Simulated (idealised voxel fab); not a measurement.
Process module in this document: voxel capacitor over wiring
Each square cell in cross-section cut measures 5 nm, and the section as a whole is 235 nm wide.
For the purposes of this document, a cross-section shall be understood as a grid of square cells, specified as bands listed in top-to-bottom order, each band consisting of one or more rows of cells.
A band entry consists of two parts. The first gives the height of the band's top and the height of its bottom, in nm. The rest lists the band's materials from left to right, each with its width in nm. A single material labelled with the word "full width" fills the band from edge to edge, and the word "blank" marks empty space.
The level at which height equals 0 is the one under which the wafer, as it arrives, is entirely one material. No lower edge exists for the bottom band, which continues downward and is notated as in "z 0 and below".
The notation "30..40" denotes a width that varies across the rows of cells in the band, beginning at the first number in the top row, finishing at the second number in the bottom row, and changing by an identical amount from each row to the next.
You'll sometimes find "same as before" written for a step, and that's the way of saying that nowhere in the cross-section did a cell change during that step.
The list in "Non-vented voids" covers empty spaces of 8 cells or more that cannot reach the top through any open way, and it gives each as width x height at distance; the distance is from the left edge, and width, height and distance are in nm.
Where a step's line continues beyond its settings, the continuation is a remark by the simulator itself on that step.
The "overlay nm" setting may appear on a step's line; for a step that uses a mask, it gives how far to the right of its planned position the mask lay, and a negative value indicates the left.

-- plan
1. RECEIVE | material Si
2. CONFORMAL_DEP | material SiO2 | thk nm 10
3. DIRECTIONAL_DEP | material TiN | thk nm 5
4. DIRECTIONAL_DEP | material Ru | thk nm 25
5. DIRECTIONAL_DEP | material aC | thk nm 10
6. PATTERN | tone cover | mask id METAL_1 | material resist | width nm 30 | pitch nm 85 | thk nm 30 | overlay nm 0
7. DIRECTIONAL_ETCH | etch materials aC | depth nm 10
8. STRIP | etch materials resist
9. DIRECTIONAL_ETCH | etch materials Ru | depth nm 25
10. DIRECTIONAL_ETCH | etch materials TiN | depth nm 5
11. STRIP | etch materials aC
12. CONFORMAL_DEP | material SiCN | thk nm 5
13. FILL_DEP | material lowk | thk nm 5
14. CMP | height nm 40
15. CONFORMAL_DEP | material SiCN | thk nm 5
16. DIRECTIONAL_DEP | material SiO2 | thk nm 10
17. MASKED_ETCH | tone open | mask id PLUG_1 | width nm 15 | etch materials SiO2 | depth nm 10 | overlay nm 0
18. MASKED_ETCH | tone open | mask id PLUG_1 | width nm 15 | etch materials SiCN | depth nm 5 | overlay nm 0
19. EPI | material Ru | thk nm 10
20. EPI | material Ru | thk nm 5
21. DIRECTIONAL_DEP | material TiN | thk nm 10
22. DIRECTIONAL_DEP | material Al2O3 | thk nm 5
23. DIRECTIONAL_DEP | material TiN | thk nm 5
24. DIRECTIONAL_DEP | material aC | thk nm 10
25. PATTERN | tone cover | mask id UPPER_PLATE | material resist | width nm 60 | thk nm 30 | overlay nm 0
26. DIRECTIONAL_ETCH | etch materials aC | depth nm 10
27. STRIP | etch materials resist
28. DIRECTIONAL_ETCH | etch materials TiN | depth nm 5
29. DIRECTIONAL_ETCH | etch materials Al2O3 | depth nm 5
30. STRIP | etch materials aC
31. MASKED_ETCH | tone cover | mask id LOWER_PLATE | width nm 70 | etch materials TiN | depth nm 10 | overlay nm 0
32. FILL_DEP | material SiO2 | thk nm 20
33. CMP | height nm 90
34. DIRECTIONAL_DEP | material aC | thk nm 15
35. PATTERN | tone open | mask id PLUG_2 | material resist | width nm 15 | thk nm 30 | overlay nm 0
36. DIRECTIONAL_ETCH | etch materials aC | depth nm 15
37. STRIP | etch materials resist
38. DIRECTIONAL_ETCH | etch materials SiO2 | depth nm 15
39. STRIP | etch materials aC
40. CONFORMAL_DEP | material TiN | thk nm 5
41. FILL_DEP | material W | thk nm 5
42. CMP | height nm 90
43. CONFORMAL_DEP | material SiCN | thk nm 5

-- First wafer, two in total, run as planned

-- Cross-section of the wafer at receipt, which is the condition after step 1
> z 0 and below  Si full width
> Non-vented voids: none

-- State of the wafer after step 2, shown in cross-section
> z 10 to 0  SiO2 full width
> Lower than 0, everything is as it was.

-- State of the wafer after step 3, shown in cross-section
> z 15 to 10  TiN full width
> Lower than 10, everything is as it was.

-- State of the wafer after step 4, shown in cross-section
> z 40 to 15  Ru full width
> Lower than 15, everything is as it was.

-- State of the wafer after step 5, shown in cross-section
> z 50 to 40  aC full width
> Lower than 40, everything is as it was.

-- State of the wafer after step 6, shown in cross-section
> z 80 to 50  60 of blank, 30 of resist, 55 of blank, 30 of resist, 60 of blank
> Lower than 50, everything is as it was.

-- State of the wafer after step 7, shown in cross-section
> z 70 to 50  60 of blank, 30 of resist, 55 of blank, 30 of resist, 60 of blank
> z 50 to 40  60 of blank, 30 of aC, 55 of blank, 30 of aC, 60 of blank
> Lower than 40, everything is as it was.

-- State of the wafer after step 8, shown in cross-section
> z 50 to 40  60 of blank, 30 of aC, 55 of blank, 30 of aC, 60 of blank
> Lower than 40, everything is as it was.

-- State of the wafer after step 9, shown in cross-section
> z 50 to 40  60 of blank, 30 of aC, 55 of blank, 30 of aC, 60 of blank
> z 40 to 15  60 of blank, 30 of Ru, 55 of blank, 30 of Ru, 60 of blank
> Lower than 15, everything is as it was.

-- State of the wafer after step 10, shown in cross-section
> z 50 to 40  60 of blank, 30 of aC, 55 of blank, 30 of aC, 60 of blank
> z 40 to 15  60 of blank, 30 of Ru, 55 of blank, 30 of Ru, 60 of blank
> z 15 to 10  60 of blank, 30 of TiN, 55 of blank, 30 of TiN, 60 of blank
> Lower than 10, everything is as it was.

-- State of the wafer after step 11, shown in cross-section
> z 40 to 15  60 of blank, 30 of Ru, 55 of blank, 30 of Ru, 60 of blank
> Lower than 15, everything is as it was.

-- State of the wafer after step 12, shown in cross-section
> z 45 to 40  55 of blank, 40 of SiCN, 45 of blank, 40 of SiCN, 55 of blank
> z 40 to 15  55 of blank, 5 of SiCN, 30 of Ru, 5 of SiCN, 45 of blank, 5 of SiCN, 30 of Ru, 5 of SiCN, 55 of blank
> z 15 to 10  60 of SiCN, 30 of TiN, 55 of SiCN, 30 of TiN, 60 of SiCN
> Lower than 10, everything is as it was.

-- State of the wafer after step 13, shown in cross-section
> z 50 to 45  lowk full width
> z 45 to 40  55 of lowk, 40 of SiCN, 45 of lowk, 40 of SiCN, 55 of lowk
> z 40 to 15  55 of lowk, 5 of SiCN, 30 of Ru, 5 of SiCN, 45 of lowk, 5 of SiCN, 30 of Ru, 5 of SiCN, 55 of lowk
> Lower than 15, everything is as it was.

-- State of the wafer after step 14, shown in cross-section
> z 40 to 15  55 of lowk, 5 of SiCN, 30 of Ru, 5 of SiCN, 45 of lowk, 5 of SiCN, 30 of Ru, 5 of SiCN, 55 of lowk
> Lower than 15, everything is as it was.

-- State of the wafer after step 15, shown in cross-section
> z 45 to 40  SiCN full width
> Lower than 40, everything is as it was.

-- State of the wafer after step 16, shown in cross-section
> z 55 to 45  SiO2 full width
> Lower than 45, everything is as it was.

-- State of the wafer after step 17, shown in cross-section
> z 55 to 45  75 of SiO2, 15 of blank, 145 of SiO2
> Lower than 45, everything is as it was.

-- State of the wafer after step 18, shown in cross-section
> z 55 to 45  75 of SiO2, 15 of blank, 145 of SiO2
> z 45 to 40  75 of SiCN, 15 of blank, 145 of SiCN
> Lower than 40, everything is as it was.

-- State of the wafer after step 19, shown in cross-section
> z 55 to 50  75 of SiO2, 15 of blank, 145 of SiO2
> z 50 to 45  75 of SiO2, 15 of Ru, 145 of SiO2
> z 45 to 40  75 of SiCN, 15 of Ru, 145 of SiCN
> Lower than 40, everything is as it was.

-- State of the wafer after step 20, shown in cross-section
> z 55 to 45  75 of SiO2, 15 of Ru, 145 of SiO2
> Lower than 45, everything is as it was.

-- State of the wafer after step 21, shown in cross-section
> z 65 to 55  TiN full width
> Lower than 55, everything is as it was.

-- State of the wafer after step 22, shown in cross-section
> z 70 to 65  Al2O3 full width
> Lower than 65, everything is as it was.

-- State of the wafer after step 23, shown in cross-section
> z 75 to 70  TiN full width
> Lower than 70, everything is as it was.

-- State of the wafer after step 24, shown in cross-section
> z 85 to 75  aC full width
> Lower than 75, everything is as it was.

-- State of the wafer after step 25, shown in cross-section
> z 115 to 85  75 of blank, 60 of resist, 100 of blank
> Lower than 85, everything is as it was.

-- State of the wafer after step 26, shown in cross-section
> z 105 to 85  75 of blank, 60 of resist, 100 of blank
> z 85 to 75  75 of blank, 60 of aC, 100 of blank
> Lower than 75, everything is as it was.

-- State of the wafer after step 27, shown in cross-section
> z 85 to 75  75 of blank, 60 of aC, 100 of blank
> Lower than 75, everything is as it was.

-- State of the wafer after step 28, shown in cross-section
> z 85 to 75  75 of blank, 60 of aC, 100 of blank
> z 75 to 70  75 of blank, 60 of TiN, 100 of blank
> Lower than 70, everything is as it was.

-- State of the wafer after step 29, shown in cross-section
> z 85 to 75  75 of blank, 60 of aC, 100 of blank
> z 75 to 70  75 of blank, 60 of TiN, 100 of blank
> z 70 to 65  75 of blank, 60 of Al2O3, 100 of blank
> Lower than 65, everything is as it was.

-- State of the wafer after step 30, shown in cross-section
> z 75 to 70  75 of blank, 60 of TiN, 100 of blank
> Lower than 70, everything is as it was.

-- State of the wafer after step 31, shown in cross-section
> z 75 to 70  75 of blank, 60 of TiN, 100 of blank
> z 70 to 65  75 of blank, 60 of Al2O3, 100 of blank
> z 65 to 55  70 of blank, 70 of TiN, 95 of blank
> Lower than 55, everything is as it was.

-- State of the wafer after step 32, shown in cross-section
> z 95 to 75  SiO2 full width
> z 75 to 70  75 of SiO2, 60 of TiN, 100 of SiO2
> z 70 to 65  75 of SiO2, 60 of Al2O3, 100 of SiO2
> z 65 to 55  70 of SiO2, 70 of TiN, 95 of SiO2
> Lower than 55, everything is as it was.

-- State of the wafer after step 33, shown in cross-section
> z 90 to 75  SiO2 full width
> Lower than 75, everything is as it was.

-- State of the wafer after step 34, shown in cross-section
> z 105 to 90  aC full width
> Lower than 90, everything is as it was.

-- State of the wafer after step 35, shown in cross-section
> z 135 to 105  85 of resist, 15 of blank, 135 of resist
> Lower than 105, everything is as it was.

-- State of the wafer after step 36, shown in cross-section
> z 120 to 105  85 of resist, 15 of blank, 135 of resist
> z 105 to 90  85 of aC, 15 of blank, 135 of aC
> Lower than 90, everything is as it was.

-- State of the wafer after step 37, shown in cross-section
> z 105 to 90  85 of aC, 15 of blank, 135 of aC
> Lower than 90, everything is as it was.

-- State of the wafer after step 38, shown in cross-section
> z 105 to 90  85 of aC, 15 of blank, 135 of aC
> z 90 to 75  85 of SiO2, 15 of blank, 135 of SiO2
> Lower than 75, everything is as it was.

-- State of the wafer after step 39, shown in cross-section
> z 90 to 75  85 of SiO2, 15 of blank, 135 of SiO2
> Lower than 75, everything is as it was.

-- State of the wafer after step 40, shown in cross-section
> z 95 to 90  90 of TiN, 5 of blank, 140 of TiN
> z 90 to 80  85 of SiO2, 5 of TiN, 5 of blank, 5 of TiN, 135 of SiO2
> z 80 to 70  85..75 of SiO2, 15..60 of TiN, 135..100 of SiO2
> Lower than 70, everything is as it was.

-- State of the wafer after step 41, shown in cross-section
> z 100 to 95  W full width
> z 95 to 90  90 of TiN, 5 of W, 140 of TiN
> z 90 to 80  85 of SiO2, 5 of TiN, 5 of W, 5 of TiN, 135 of SiO2
> Lower than 80, everything is as it was.

-- State of the wafer after step 42, shown in cross-section
> z 90 to 80  85 of SiO2, 5 of TiN, 5 of W, 5 of TiN, 135 of SiO2
> Lower than 80, everything is as it was.

-- State of the wafer after step 43, shown in cross-section
> z 95 to 90  SiCN full width
> Lower than 90, everything is as it was.

-- Second wafer, same starting conditions and recipe as the first, one mistake in executing it, nothing differs from the first up to and including step 5

-- Second wafer, section view, time point: scheduled end of step 6
> z 80 to 50  60 of blank, 35 of resist, 50 of blank, 35 of resist, 55 of blank
> Lower than 50, everything is as it was.

-- Second wafer, section view, time point: scheduled end of step 7
> z 70 to 50  60 of blank, 35 of resist, 50 of blank, 35 of resist, 55 of blank
> z 50 to 40  60 of blank, 35 of aC, 50 of blank, 35 of aC, 55 of blank
> Lower than 40, everything is as it was.

-- Second wafer, section view, time point: scheduled end of step 8
> z 50 to 40  60 of blank, 35 of aC, 50 of blank, 35 of aC, 55 of blank
> Lower than 40, everything is as it was.

-- Second wafer, section view, time point: scheduled end of step 9
> z 50 to 40  60 of blank, 35 of aC, 50 of blank, 35 of aC, 55 of blank
> z 40 to 15  60 of blank, 35 of Ru, 50 of blank, 35 of Ru, 55 of blank
> Lower than 15, everything is as it was.

-- Second wafer, section view, time point: scheduled end of step 10
> z 50 to 40  60 of blank, 35 of aC, 50 of blank, 35 of aC, 55 of blank
> z 40 to 15  60 of blank, 35 of Ru, 50 of blank, 35 of Ru, 55 of blank
> z 15 to 10  60 of blank, 35 of TiN, 50 of blank, 35 of TiN, 55 of blank
> Lower than 10, everything is as it was.

-- Second wafer, section view, time point: scheduled end of step 11
> z 40 to 15  60 of blank, 35 of Ru, 50 of blank, 35 of Ru, 55 of blank
> Lower than 15, everything is as it was.

-- Second wafer, section view, time point: scheduled end of step 12
> z 45 to 40  55 of blank, 45 of SiCN, 40 of blank, 45 of SiCN, 50 of blank
> z 40 to 15  55 of blank, 5 of SiCN, 35 of Ru, 5 of SiCN, 40 of blank, 5 of SiCN, 35 of Ru, 5 of SiCN, 50 of blank
> z 15 to 10  60 of SiCN, 35 of TiN, 50 of SiCN, 35 of TiN, 55 of SiCN
> Lower than 10, everything is as it was.

-- Second wafer, section view, time point: scheduled end of step 13
> z 50 to 45  lowk full width
> z 45 to 40  55 of lowk, 45 of SiCN, 40 of lowk, 45 of SiCN, 50 of lowk
> z 40 to 15  55 of lowk, 5 of SiCN, 35 of Ru, 5 of SiCN, 40 of lowk, 5 of SiCN, 35 of Ru, 5 of SiCN, 50 of lowk
> Lower than 15, everything is as it was.

-- Second wafer, section view, time point: scheduled end of step 14
> z 40 to 15  55 of lowk, 5 of SiCN, 35 of Ru, 5 of SiCN, 40 of lowk, 5 of SiCN, 35 of Ru, 5 of SiCN, 50 of lowk
> Lower than 15, everything is as it was.

-- Second wafer, section view, time point: scheduled end of step 15
> z 45 to 40  SiCN full width
> Lower than 40, everything is as it was.

-- Second wafer, section view, time point: scheduled end of step 16
> z 55 to 45  SiO2 full width
> Lower than 45, everything is as it was.

-- Second wafer, section view, time point: scheduled end of step 17
> z 55 to 45  75 of SiO2, 15 of blank, 145 of SiO2
> Lower than 45, everything is as it was.

-- Second wafer, section view, time point: scheduled end of step 18
> z 55 to 45  75 of SiO2, 15 of blank, 145 of SiO2
> z 45 to 40  75 of SiCN, 15 of blank, 145 of SiCN
> Lower than 40, everything is as it was.

-- Second wafer, section view, time point: scheduled end of step 19
> z 55 to 50  75 of SiO2, 15 of blank, 145 of SiO2
> z 50 to 45  75 of SiO2, 15 of Ru, 145 of SiO2
> z 45 to 40  75 of SiCN, 15 of Ru, 145 of SiCN
> Lower than 40, everything is as it was.

-- Second wafer, section view, time point: scheduled end of step 20
> z 55 to 45  75 of SiO2, 15 of Ru, 145 of SiO2
> Lower than 45, everything is as it was.

-- Second wafer, section view, time point: scheduled end of step 21
> z 65 to 55  TiN full width
> Lower than 55, everything is as it was.

-- Second wafer, section view, time point: scheduled end of step 22
> z 70 to 65  Al2O3 full width
> Lower than 65, everything is as it was.

-- Second wafer, section view, time point: scheduled end of step 23
> z 75 to 70  TiN full width
> Lower than 70, everything is as it was.

-- Second wafer, section view, time point: scheduled end of step 24
> z 85 to 75  aC full width
> Lower than 75, everything is as it was.

-- Second wafer, section view, time point: scheduled end of step 25
> z 115 to 85  75 of blank, 60 of resist, 100 of blank
> Lower than 85, everything is as it was.

-- Second wafer, section view, time point: scheduled end of step 26
> z 105 to 85  75 of blank, 60 of resist, 100 of blank
> z 85 to 75  75 of blank, 60 of aC, 100 of blank
> Lower than 75, everything is as it was.

-- Second wafer, section view, time point: scheduled end of step 27
> z 85 to 75  75 of blank, 60 of aC, 100 of blank
> Lower than 75, everything is as it was.

-- Second wafer, section view, time point: scheduled end of step 28
> z 85 to 75  75 of blank, 60 of aC, 100 of blank
> z 75 to 70  75 of blank, 60 of TiN, 100 of blank
> Lower than 70, everything is as it was.

-- Second wafer, section view, time point: scheduled end of step 29
> z 85 to 75  75 of blank, 60 of aC, 100 of blank
> z 75 to 70  75 of blank, 60 of TiN, 100 of blank
> z 70 to 65  75 of blank, 60 of Al2O3, 100 of blank
> Lower than 65, everything is as it was.

-- Second wafer, section view, time point: scheduled end of step 30
> z 75 to 70  75 of blank, 60 of TiN, 100 of blank
> Lower than 70, everything is as it was.

-- Second wafer, section view, time point: scheduled end of step 31
> z 75 to 70  75 of blank, 60 of TiN, 100 of blank
> z 70 to 65  75 of blank, 60 of Al2O3, 100 of blank
> z 65 to 55  70 of blank, 70 of TiN, 95 of blank
> Lower than 55, everything is as it was.

-- Second wafer, section view, time point: scheduled end of step 32
> z 95 to 75  SiO2 full width
> z 75 to 70  75 of SiO2, 60 of TiN, 100 of SiO2
> z 70 to 65  75 of SiO2, 60 of Al2O3, 100 of SiO2
> z 65 to 55  70 of SiO2, 70 of TiN, 95 of SiO2
> Lower than 55, everything is as it was.

-- Second wafer, section view, time point: scheduled end of step 33
> z 90 to 75  SiO2 full width
> Lower than 75, everything is as it was.

-- Second wafer, section view, time point: scheduled end of step 34
> z 105 to 90  aC full width
> Lower than 90, everything is as it was.

-- Second wafer, section view, time point: scheduled end of step 35
> z 135 to 105  85 of resist, 15 of blank, 135 of resist
> Lower than 105, everything is as it was.

-- Second wafer, section view, time point: scheduled end of step 36
> z 120 to 105  85 of resist, 15 of blank, 135 of resist
> z 105 to 90  85 of aC, 15 of blank, 135 of aC
> Lower than 90, everything is as it was.

-- Second wafer, section view, time point: scheduled end of step 37
> z 105 to 90  85 of aC, 15 of blank, 135 of aC
> Lower than 90, everything is as it was.

-- Second wafer, section view, time point: scheduled end of step 38
> z 105 to 90  85 of aC, 15 of blank, 135 of aC
> z 90 to 75  85 of SiO2, 15 of blank, 135 of SiO2
> Lower than 75, everything is as it was.

-- Second wafer, section view, time point: scheduled end of step 39
> z 90 to 75  85 of SiO2, 15 of blank, 135 of SiO2
> Lower than 75, everything is as it was.

-- Second wafer, section view, time point: scheduled end of step 40
> z 95 to 90  90 of TiN, 5 of blank, 140 of TiN
> z 90 to 80  85 of SiO2, 5 of TiN, 5 of blank, 5 of TiN, 135 of SiO2
> z 80 to 70  85..75 of SiO2, 15..60 of TiN, 135..100 of SiO2
> Lower than 70, everything is as it was.

-- Second wafer, section view, time point: scheduled end of step 41
> z 100 to 95  W full width
> z 95 to 90  90 of TiN, 5 of W, 140 of TiN
> z 90 to 80  85 of SiO2, 5 of TiN, 5 of W, 5 of TiN, 135 of SiO2
> Lower than 80, everything is as it was.

-- Second wafer, section view, time point: scheduled end of step 42
> z 90 to 80  85 of SiO2, 5 of TiN, 5 of W, 5 of TiN, 135 of SiO2
> Lower than 80, everything is as it was.

-- Second wafer, section view, time point: scheduled end of step 43
> z 95 to 90  SiCN full width
> Lower than 90, everything is as it was.
Deviation from plan: step 6 was processed under conditions differing from the plan, specifically as PATTERN | tone cover | mask id METAL_1 | material resist | width nm 35 | pitch nm 85 | thk nm 30 | overlay nm 0
Upon completion, the second wafer contains, in terms of cells, a greater or smaller amount of certain materials than the first wafer: +10 Ru | -2 SiCN | +2 TiN | -10 lowk
